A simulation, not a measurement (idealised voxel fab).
This is a process module. Its name is voxel gate over fins.
The cross-section on display is named cut; it measures 270 nm wide, and its cells are 5 nm squares.
Each cross-section below is a grid of square cells, stated as bands in top-down order, with one or more rows of cells making up each band.
What a band's entry tells you: where the top is and where the bottom is, as heights in nm, and after that what lies inside, material by material from left to right, each with its width in nm. Empty space is written as the word "air", and a single material marked with the word "all across" occupies the band from edge to edge.
A quick word on heights: they are counted from 0, and under that level the wafer as it came to us is one material throughout. The lowest band is different from the rest in having no bottom; it simply continues downward, written as in "top 0, no bottom".
Width "30->40": first value at the band's top row of cells, second value at its bottom row, equal change from row to row.
Basically "nothing got changed" means that step didn't change any cell in the cross-section.
"Voids, fully enclosed" - sealed voids, min. 8 cells, no opening to top; format: width x height at distance (distance from left edge; nm throughout).
Note: text after step settings on the step line = simulator remark on that step.
overlay nm: step with mask; distance mask lay right of planned place; negative value = left of planned place.

Here's what the planned process steps look like:
- 1: RECEIVE,material Si
- 2: CONFORMAL_DEP,material SiN,thk nm 10
- 3: PATTERN,tone cover,mask id FINS,material resist,width nm 15,pitch nm 40,thk nm 20,overlay nm 0
- 4: DIRECTIONAL_ETCH,etch materials SiN,depth nm 10
- 5: DIRECTIONAL_ETCH,etch materials Si,depth nm 35
- 6: STRIP,etch materials resist
- 7: FILL_DEP,material SiO2,thk nm 15
- 8: CMP,height nm 10
- 9: SELECTIVE_ETCH,etch materials SiO2,depth nm 20
- 10: STRIP,etch materials SiN
- 11: CONFORMAL_DEP,material HfO2,thk nm 5
- 12: CONFORMAL_DEP,material TiN,thk nm 5
- 13: CONFORMAL_DEP,material TiAl,thk nm 5
- 14: CONFORMAL_DEP,material TiN,thk nm 5
- 15: FILL_DEP,material W,thk nm 10
- 16: CMP,height nm 25
- 17: CONFORMAL_DEP,material SiCN,thk nm 10

As-received state of the wafer in cross-section, equivalent to post-step 1:
* top 0, no bottom: Si all across
* Voids, fully enclosed: none

First of two wafers, end-of-module section, run followed plan:
* top 35, bottom 25: SiCN all across
* top 25, bottom 20: W all across
* top 20, bottom 15: W=65 | TiN=135 | W=70
* top 15, bottom 10: W=65 | TiN=5 | TiAl=125 | TiN=5 | W=70
* top 10, bottom 5: TiN=70 | TiAl=5 | TiN=35 | TiAl=5 | TiN=35 | TiAl=5 | TiN=35 | TiAl=5 | TiN=75
* top 5, bottom 0: TiAl=75 | TiN=5 | HfO2=25 | TiN=5 | TiAl=5 | TiN=5 | HfO2=25 | TiN=5 | TiAl=5 | TiN=5 | HfO2=25 | TiN=5 | TiAl=80
* top 0, bottom -5: TiN=80 | HfO2=5 | Si=15 | HfO2=5 | TiN=15 | HfO2=5 | Si=15 | HfO2=5 | TiN=15 | HfO2=5 | Si=15 | HfO2=5 | TiN=85
* top -5, bottom -10: HfO2=85 | Si=15 | HfO2=25 | Si=15 | HfO2=25 | Si=15 | HfO2=90
* top -10, bottom -35: SiO2=85 | Si=15 | SiO2=25 | Si=15 | SiO2=25 | Si=15 | SiO2=90
* top -35, no bottom: Si all across
* Voids, fully enclosed: none

Second wafer at the end: like start, like plan, one mistake:
* top 35, bottom 25: SiCN all across
* top 25, bottom 20: W all across
* top 20, bottom 15: TiN all across
* top 15, bottom 10: TiAl all across
* top 10, bottom 5: TiN all across
* top 5, bottom 0: HfO2=90 | TiN=5 | HfO2=35 | TiN=5 | HfO2=35 | TiN=5 | HfO2=95
* top 0, bottom -5: Si=85 | HfO2=5 | TiN=5 | HfO2=5 | Si=25 | HfO2=5 | TiN=5 | HfO2=5 | Si=25 | HfO2=5 | TiN=5 | HfO2=5 | Si=90
* top -5, bottom -10: Si=85 | HfO2=15 | Si=25 | HfO2=15 | Si=25 | HfO2=15 | Si=90
* top -10, bottom -35: Si=85 | SiO2=15 | Si=25 | SiO2=15 | Si=25 | SiO2=15 | Si=90
* top -35, no bottom: Si all across
* Voids, fully enclosed: none
Diagnosis: in deviation from the planned setting, step 3 was conducted as PATTERN,tone open,mask id FINS,material resist,width nm 15,pitch nm 40,thk nm 20,overlay nm 0
The second wafer ends with more or fewer cells of some materials than the first, per final count: Si +252 | SiO2 -180 | TiAl -8 | TiN -10 | W -54
